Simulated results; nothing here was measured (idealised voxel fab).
Process module, titled voxel wiring stack
Pictured: cross-section cut, 250 nm wide, on a grid of 5 nm square cells.
We lay out every cross-section as a grid of square cells and spell it out in bands from the top down, where one band means one or more rows of cells.
Band: top and bottom heights (nm) first, top before bottom; then materials from left to right, widths in nm. "full width" marks a sole material filling the band edge to edge. "blank" denotes empty space.
It should be noted that heights are counted from 0, beneath which the wafer as supplied is of one material throughout, and that the lowest band possesses no lower boundary but continues downward, as written in "0..down".
You'd read "30..40" like this: the band's top row of cells is as wide as the first number, its bottom row is as wide as the second, and going down, every row changes width by the same amount as the row before did.
What does "remains unaltered" mean for a step? It means no cell of the cross-section changed in that step.
"Trapped cavities": sealed empty spaces, 8 cells or more, no open way to top, listed width x height at distance, with distance from the left edge and width, height and distance in nm.
On a step's line, text after the settings is the simulator commenting on that step.
A step line may carry the setting "overlay nm", which, for steps involving a mask, states the distance by which the mask lay to the right of its intended position; negative values denote displacement to the left.

[Here's what the planned process steps look like]
step 1: RECEIVE,material Si
step 2: CONFORMAL_DEP,material SiO2,thk nm 10
step 3: CONFORMAL_DEP,material SiN,thk nm 5
step 4: DIRECTIONAL_DEP,material SiO2,thk nm 15
step 5: MASKED_ETCH,tone open,mask id METAL_1,width nm 25,pitch nm 50,etch materials SiO2,depth nm 15,overlay nm 0
step 6: MASKED_ETCH,tone open,mask id METAL_1,width nm 25,pitch nm 50,etch materials SiN,depth nm 5,overlay nm 0
step 7: CONFORMAL_DEP,material TiN,thk nm 5
step 8: FILL_DEP,material Cu,thk nm 10
step 9: CMP,height nm 30
step 10: EPI,material Ru,thk nm 5
step 11: FILL_DEP,material SiCN,thk nm 5
step 12: DIRECTIONAL_DEP,material lowk,thk nm 15
step 13: MASKED_ETCH,tone open,mask id PLUG_1,width nm 15,pitch nm 50,etch materials lowk,depth nm 15,overlay nm 0
step 14: MASKED_ETCH,tone open,mask id PLUG_1,width nm 15,pitch nm 50,etch materials SiCN,depth nm 5,overlay nm 0
step 15: EPI,material Ru,thk nm 10
step 16: EPI,material Ru,thk nm 10
step 17: CONFORMAL_DEP,material SiN,thk nm 5
step 18: DIRECTIONAL_DEP,material SiO2,thk nm 25
step 19: PATTERN,tone open,mask id METAL_2,material resist,width nm 25,pitch nm 50,thk nm 20,overlay nm 0
step 20: DIRECTIONAL_ETCH,etch materials SiO2,depth nm 25
step 21: DIRECTIONAL_ETCH,etch materials SiN,depth nm 5
step 22: STRIP,etch materials resist
step 23: CONFORMAL_DEP,material TiN,thk nm 5
step 24: FILL_DEP,material Cu,thk nm 5
step 25: CMP,height nm 85
step 26: CONFORMAL_DEP,material SiN,thk nm 5

[as received, after step 1]
- 0..down | Si full width
- Trapped cavities: none

[Below is the wafer in cross-section after the module was completed. It began from the starting point shown above and followed the plan shown above, except that one mistake was made while running it]
- 90..85 | SiN full width
- 85..60 | SiO2 85 nm  TiN 5 nm  Cu 15 nm  TiN 5 nm  SiO2 25 nm  TiN 5 nm  Cu 15 nm  TiN 5 nm  SiO2 90 nm
- 60..55 | SiN 85 nm  TiN 25 nm  SiN 25 nm  TiN 25 nm  SiN 90 nm
- 55..40 | lowk 85 nm  Ru 15 nm  lowk 35 nm  Ru 15 nm  lowk 100 nm
- 40..30 | SiCN 85 nm  Ru 15..25 nm  SiCN 35..25 nm  Ru 15..25 nm  SiCN 100..90 nm
- 30..15 | SiO2 90 nm  TiN 5 nm  Cu 5 nm  TiN 5 nm  SiO2 35 nm  TiN 5 nm  Cu 5 nm  TiN 5 nm  SiO2 95 nm
- 15..10 | SiN 90 nm  TiN 15 nm  SiN 35 nm  TiN 15 nm  SiN 95 nm
- 10..0 | SiO2 full width
- 0..down | Si full width
- Trapped cavities: none
What was done differently from what was planned? step 5: run off-plan, actual operation and settings MASKED_ETCH,tone open,mask id METAL_1,width nm 15,pitch nm 50,etch materials SiO2,depth nm 15,overlay nm 0
